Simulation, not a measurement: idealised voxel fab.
Process module under the name voxel air gaps
Displayed cross-section: cut, width of 245 nm, square cells sized 5 nm.
If you're reading a cross-section in this doc, picture square cells in a grid; it comes to you as bands, top ones listed first down to the bottom, and a band can be one or more rows of cells. A band entry consists of two parts. The first gives the height of the band's top and the height of its bottom, in nm. The rest lists the band's materials from left to right, each with its width in nm. A single material labelled with the word "all across" fills the band from edge to edge, and the word "air" marks empty space. Height is counted from the level 0, under which the received wafer is composed throughout of one material. The lowest of the bands is not closed at the bottom but continues downward, in the notation "0 nm and below". A width given as "30 to 40" starts at the first number in the band's top row and ends at the second number in its bottom row, shifting by an equal amount at every step from row to row. Reading "left unchanged" for a step: not a cell of the cross-section changed in it. Heads up: "Closed void register" only lists the empty pockets with no open path to the top that are 8 cells or more, and it writes them as width x height at distance, distance from the left edge, in nm. Whatever follows a step's settings on its line is a remark the simulator itself makes about that step. For masked steps, "overlay nm" on the step line gives how far right of plan the mask actually lay; a minus sign means it lay to the left.

**List of planned process steps**
1 RECEIVE: material Si
2 CONFORMAL_DEP: material SiO2, thk nm 10
3 CONFORMAL_DEP: material SiN, thk nm 5
4 DIRECTIONAL_DEP: material lowk, thk nm 35
5 DIRECTIONAL_DEP: material aC, thk nm 10
6 PATTERN: tone open, mask id LINES, material resist, width nm 20, pitch nm 50, thk nm 25, overlay nm 0
7 DIRECTIONAL_ETCH: etch materials aC, depth nm 10
8 STRIP: etch materials resist
9 DIRECTIONAL_ETCH: etch materials lowk, depth nm 35
10 STRIP: etch materials aC
11 CONFORMAL_DEP: material TiN, thk nm 5
12 FILL_DEP: material Ru, thk nm 5
13 CMP: height nm 50
14 EPI: material Ru, thk nm 10
15 SELECTIVE_ETCH: etch materials lowk, depth nm 45
16 CONFORMAL_DEP: material SiCN, thk nm 5

**Cross-section, incoming material, after step 1**
0 nm and below | Si all across
Closed void register: none

**Cross-sectional image of the first of two wafers at the end of the module, the run having proceeded as planned**
65 nm to 60 nm | air=45 | SiCN=150 | air=50
60 nm to 50 nm | air=45 | SiCN=5 | Ru=40 | SiCN=10 | Ru=40 | SiCN=10 | Ru=40 | SiCN=5 | air=50
50 nm to 45 nm | air=45 | SiCN=15 | TiN=5 | Ru=10 | TiN=5 | SiCN=30 | TiN=5 | Ru=10 | TiN=5 | SiCN=30 | TiN=5 | Ru=10 | TiN=5 | SiCN=15 | air=50
45 nm to 20 nm | air=55 | SiCN=5 | TiN=5 | Ru=10 | TiN=5 | SiCN=5 | air=20 | SiCN=5 | TiN=5 | Ru=10 | TiN=5 | SiCN=5 | air=20 | SiCN=5 | TiN=5 | Ru=10 | TiN=5 | SiCN=5 | air=60
20 nm to 15 nm | SiCN=60 | TiN=20 | SiCN=30 | TiN=20 | SiCN=30 | TiN=20 | SiCN=65
15 nm to 10 nm | SiN all across
10 nm to 0 nm | SiO2 all across
0 nm and below | Si all across
Closed void register: 20 x 25 at 85; 20 x 25 at 135

**Wafer two (of two), end-of-module cross-section: start = wafer one, plan = wafer one, one run mistake**
65 nm to 60 nm | air=45 | SiCN=150 | air=50
60 nm to 50 nm | air=45 | SiCN=5 | Ru=40 | SiCN=10 | Ru=40 | SiCN=10 | Ru=40 | SiCN=5 | air=50
50 nm to 20 nm | air=45 | SiCN=5 | Ru=10 | TiN=5 | Ru=10 | TiN=5 | Ru=10 | SiCN=10 | Ru=10 | TiN=5 | Ru=10 | TiN=5 | Ru=10 | SiCN=10 | Ru=10 | TiN=5 | Ru=10 | TiN=5 | Ru=10 | SiCN=5 | air=50
20 nm to 15 nm | SiCN=50 | Ru=10 | TiN=20 | Ru=10 | SiCN=10 | Ru=10 | TiN=20 | Ru=10 | SiCN=10 | Ru=10 | TiN=20 | Ru=10 | SiCN=55
15 nm to 10 nm | SiN all across
10 nm to 0 nm | SiO2 all across
0 nm and below | Si all across
Closed void register: none
What went wrong in running the wafer? steps 14 and 15: order swapped relative to plan
Looking at both finished wafers in cells, the second ends up ahead of or behind the first on some materials: Ru +84, SiCN -24
Wafer, first: 2 closed voids at end. Wafer, second: 0.
